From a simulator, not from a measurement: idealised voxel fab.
The following is a process module called voxel self aligned contacts.
Section cut is 290 nm wide and gridded with 5 nm square cells.
In this document a cross-section is written as a grid of square cells. It is given as a series of bands, listed from the top down, and a band is one or more rows of cells. Read a band's entry like this: the first values are the height of its top and the height of its bottom in nm, and what follows is the sequence of materials from left to right, each with its width in nm. Note that "air" is empty space, and that a single material marked "full width" reaches across the band from edge to edge. Counting heights begins at 0, where everything beneath is, in the wafer as received, one material. The lowest band has no bottom; it goes on downwards, as "0 -> down" shows. A width given as "30->40" starts at the first number in the band's top row and ends at the second number in its bottom row, shifting by an equal amount at every step from row to row. "remained unchanged", as given for a step, is the statement that not any cell of the cross-section underwent a change during that step. In "Entrapped void list" the enclosed voids are listed, meaning empty spaces of 8 cells or larger without any opening to the top. The form is width x height at distance, distance from the left edge, units nm. If you see something after the settings on a step's line, that's the simulator's own remark about that step. overlay nm, on a step with a mask: how far to the right of its planned place the mask lay; to the left if negative.

The following list gives the planned process steps
1) RECEIVE, material Si
2) OXIDIZE, depth nm 5
3) DIRECTIONAL_DEP, material polySi, thk nm 25
4) DIRECTIONAL_DEP, material SiN, thk nm 20
5) DIRECTIONAL_DEP, material aC, thk nm 10
6) PATTERN, tone cover, mask id GATE, material resist, width nm 15, pitch nm 60, thk nm 25, overlay nm 0
7) DIRECTIONAL_ETCH, etch materials aC, depth nm 10
8) STRIP, etch materials resist
9) DIRECTIONAL_ETCH, etch materials SiN, depth nm 20
10) DIRECTIONAL_ETCH, etch materials polySi, depth nm 25
11) STRIP, etch materials aC
12) CONFORMAL_DEP, material SiN, thk nm 10
13) DIRECTIONAL_ETCH, etch materials SiN, depth nm 10
14) FILL_DEP, material SiO2, thk nm 20
15) CMP, height nm 55
16) MASKED_ETCH, tone open, mask id CONTACT, width nm 45, etch materials SiO2, depth nm 60, overlay nm 0
17) CONFORMAL_DEP, material TiN, thk nm 5
18) FILL_DEP, material Ru, thk nm 10
19) CMP, height nm 55
20) CONFORMAL_DEP, material SiN, thk nm 5
For this document, wafers share an identical start and vary in the step 6 width nm; the plan quotes the first wafer's value.

Cross-section, first of several wafers, as delivered after step 1
- 0 -> down | Si full width
- Entrapped void list: none

Cross-sectional representation of the first of several wafers at the end of the module, i.e. after its terminal step, step 20
- 60 -> 55 | SiN full width
- 55 -> 45 | SiO2: 120 / TiN: 5->15 / Ru: 35->15 / TiN: 5->15 / SiO2: 125
- 45 -> 25 | SiO2: 95 / SiN: 35 / TiN: 5 / Ru: 15 / TiN: 5 / SiN: 35 / SiO2: 100
- 25 -> 0 | SiO2: 95 / SiN: 10 / polySi: 15 / SiN: 10 / TiN: 5 / Ru: 15 / TiN: 5 / SiN: 10 / polySi: 15 / SiN: 10 / SiO2: 100
- 0 -> -5 | SiO2: 130 / TiN: 25 / SiO2: 135
- -5 -> down | Si full width
- Entrapped void list: none

End of module, last wafer sectioned
- 60 -> 55 | SiN full width
- 55 -> 50 | SiO2: 120 / TiN: 5 / Ru: 35 / TiN: 5 / SiO2: 125
- 50 -> 45 | SiO2: 120 / TiN: 45 / SiO2: 125
- 45 -> 25 | SiO2: 85 / SiN: 120 / SiO2: 85
- 25 -> 0 | SiO2: 85 / SiN: 10 / polySi: 40 / SiN: 20 / polySi: 40 / SiN: 10 / SiO2: 85
- 0 -> -5 | SiO2 full width
- -5 -> down | Si full width
- Entrapped void list: none

Heads up, this table goes wafer by wafer. A row tells you, at the end of the module, how many cells of each material that wafer has put on (+) or dropped (-) since it was received, and then its closed voids
width nm 15; +37 Ru; -58 Si; +154 SiN; +502 SiO2; +31 TiN; +30 polySi; Entrapped void list: none
width nm 20; +27 Ru; -58 Si; +162 SiN; +494 SiO2; +31 TiN; +40 polySi; Entrapped void list: none
width nm 25; +17 Ru; -58 Si; +170 SiN; +486 SiO2; +31 TiN; +50 polySi; Entrapped void list: none
width nm 30; +7 Ru; -58 Si; +178 SiN; +478 SiO2; +31 TiN; +60 polySi; Entrapped void list: none
width nm 35; +7 Ru; -58 Si; +186 SiN; +470 SiO2; +21 TiN; +70 polySi; Entrapped void list: none
width nm 40; +7 Ru; -58 Si; +194 SiN; +462 SiO2; +11 TiN; +80 polySi; Entrapped void list: none
